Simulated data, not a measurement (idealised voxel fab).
This is a process module. Its name is voxel wiring stack.
Each square cell in cross-section cut measures 5 nm, and the section as a whole is 250 nm wide.
When this document writes out a cross-section, it uses a grid of square cells and lists it as bands, beginning at the top and moving down, with a band standing for one or more rows of cells.
The band entry comprises the height of the band's top followed by the height of its bottom, expressed in nm, and subsequently the band's materials from left to right, each stated together with its width in nm. Where a single material is marked with the word "full width", that material fills the band from edge to edge. The word "air" represents empty space.
Convention: height 0 is the level below which the wafer, as received, is all one material. The lowest band does not terminate at the bottom but continues downward, represented as "0 nm and below".
A width such as "30..40" changes by the same amount from each row of cells to the next, from the band's top row to its bottom row.
No cell of the cross-section changed in a step that is given as "no alteration".
Voids not open to the top, 8 cells minimum: see "Fully closed voids". Written width x height at distance; distance is from the left edge; nm.
Formally, on a step line, whatever follows the settings is a remark that the simulator itself makes on the step.
For masked steps, "overlay nm" on the step line gives how far right of plan the mask actually lay; a minus sign means it lay to the left.

**Steps in the process plan**
1,RECEIVE with material Si
2,CONFORMAL_DEP with material SiO2, thk nm 10
3,CONFORMAL_DEP with material SiN, thk nm 5
4,DIRECTIONAL_DEP with material SiO2, thk nm 20
5,DIRECTIONAL_DEP with material aC, thk nm 10
6,PATTERN with tone open, mask id METAL_1, material resist, width nm 20, pitch nm 40, thk nm 25, overlay nm 0
7,DIRECTIONAL_ETCH with etch materials aC, depth nm 10
8,STRIP with etch materials resist
9,DIRECTIONAL_ETCH with etch materials SiO2, depth nm 20
10,DIRECTIONAL_ETCH with etch materials SiN, depth nm 5
11,STRIP with etch materials aC
12,CONFORMAL_DEP with material TiN, thk nm 5
13,FILL_DEP with material Cu, thk nm 5
14,CMP with height nm 35
15,CONFORMAL_DEP with material SiCN, thk nm 5
16,DIRECTIONAL_DEP with material lowk, thk nm 30
17,MASKED_ETCH with tone open, mask id METAL_2, width nm 20, pitch nm 40, etch materials lowk, depth nm 20, overlay nm 0
18,PATTERN with tone open, mask id METAL_2_HOLES, material resist, width nm 15, pitch nm 40, thk nm 20, overlay nm 0
19,DIRECTIONAL_ETCH with etch materials lowk, depth nm 10
20,DIRECTIONAL_ETCH with etch materials SiCN, depth nm 5
21,STRIP with etch materials resist
22,CONFORMAL_DEP with material TiN, thk nm 5
23,FILL_DEP with material Cu, thk nm 10
24,CMP with height nm 70
25,CONFORMAL_DEP with material SiCN, thk nm 5
26,DIRECTIONAL_DEP with material lowk, thk nm 10
27,DIRECTIONAL_DEP with material aC, thk nm 15
28,PATTERN with tone open, mask id PLUG_2, material resist, width nm 15, thk nm 35, overlay nm 0
29,DIRECTIONAL_ETCH with etch materials aC, depth nm 15
30,STRIP with etch materials resist
31,DIRECTIONAL_ETCH with etch materials lowk, depth nm 10
32,DIRECTIONAL_ETCH with etch materials SiCN, depth nm 5
33,STRIP with etch materials aC
34,EPI with material Ru, thk nm 10
35,EPI with material Ru, thk nm 5
36,CONFORMAL_DEP with material SiCN, thk nm 5
37,DIRECTIONAL_DEP with material lowk, thk nm 20
38,PATTERN with tone open, mask id METAL_3, material resist, width nm 20, pitch nm 40, thk nm 15, overlay nm 0
39,DIRECTIONAL_ETCH with etch materials lowk, depth nm 20
40,DIRECTIONAL_ETCH with etch materials SiCN, depth nm 5
41,STRIP with etch materials resist
42,CONFORMAL_DEP with material TiN, thk nm 5
43,FILL_DEP with material Cu, thk nm 5
44,CMP with height nm 110
45,EPI with material Ru, thk nm 5
46,FILL_DEP with material SiCN, thk nm 5
47,DIRECTIONAL_DEP with material SiO2, thk nm 10
48,DIRECTIONAL_DEP with material aC, thk nm 10
49,PATTERN with tone open, mask id PLUG_3, material resist, width nm 15, pitch nm 40, thk nm 30, overlay nm 0
50,DIRECTIONAL_ETCH with etch materials aC, depth nm 10
51,STRIP with etch materials resist
52,DIRECTIONAL_ETCH with etch materials SiO2, depth nm 10
53,DIRECTIONAL_ETCH with etch materials SiCN, depth nm 5
54,STRIP with etch materials aC
55,EPI with material Ru, thk nm 10
56,EPI with material Ru, thk nm 5
57,CONFORMAL_DEP with material SiN, thk nm 5
58,DIRECTIONAL_DEP with material SiO2, thk nm 15
59,MASKED_ETCH with tone open, mask id METAL_4, width nm 20, pitch nm 40, etch materials SiO2, depth nm 15, overlay nm 0
60,MASKED_ETCH with tone open, mask id METAL_4, width nm 20, pitch nm 40, etch materials SiN, depth nm 5, overlay nm 0
61,CONFORMAL_DEP with material TiN, thk nm 5
62,FILL_DEP with material W, thk nm 10
63,CMP with height nm 150
64,EPI with material Ru, thk nm 5
65,FILL_DEP with material SiCN, thk nm 5

**Wafer cross-section on receipt, i.e. after step 1**
    0 nm and below | Si full width
    Fully closed voids: none

**Look at the cross-section after the module: the wafer started out the way shown above and the plan was the one shown above, yet one mistake was made along the way**
    160 nm to 155 nm | SiCN full width
    155 nm to 150 nm | SiCN=90; Ru=30; SiCN=10; Ru=30; SiCN=90
    150 nm to 145 nm | SiN=95; TiN=20; SiN=20; TiN=20; SiN=95
    145 nm to 130 nm | SiO2 full width
    130 nm to 120 nm | SiO2=95; Ru=15; SiO2=25; Ru=15; SiO2=100
    120 nm to 110 nm | SiCN=95..90; Ru=15..30; SiCN=25..10; Ru=15..30; SiCN=100..90
    110 nm to 90 nm | lowk=95; TiN=5; Cu=10; TiN=5; lowk=20; TiN=5; Cu=10; TiN=5; lowk=95
    90 nm to 85 nm | SiCN=95; TiN=20; SiCN=20; TiN=20; SiCN=95
    85 nm to 75 nm | lowk=95; Ru=15; lowk=140
    75 nm to 70 nm | SiCN=95; Ru=15; SiCN=140
    70 nm to 55 nm | lowk=95; TiN=5; Cu=10; TiN=5; lowk=20; TiN=5; Cu=10; TiN=5; lowk=95
    55 nm to 50 nm | lowk=95; TiN=5; Cu=5; TiN=10; lowk=20; TiN=5; Cu=5; TiN=10; lowk=95
    50 nm to 40 nm | lowk=95; TiN=5; Cu=5; TiN=5; lowk=25; TiN=5; Cu=5; TiN=5; lowk=100
    40 nm to 35 nm | SiCN=95; TiN=15; SiCN=25; TiN=15; SiCN=100
    35 nm to 15 nm | SiO2=95; TiN=5; Cu=10; TiN=5; SiO2=20; TiN=5; Cu=10; TiN=5; SiO2=95
    15 nm to 10 nm | SiN=95; TiN=20; SiN=20; TiN=20; SiN=95
    10 nm to 0 nm | SiO2 full width
    0 nm and below | Si full width
    Fully closed voids: none
Deviation noted in wafer processing: sequence error: steps 57 and 58 interchanged
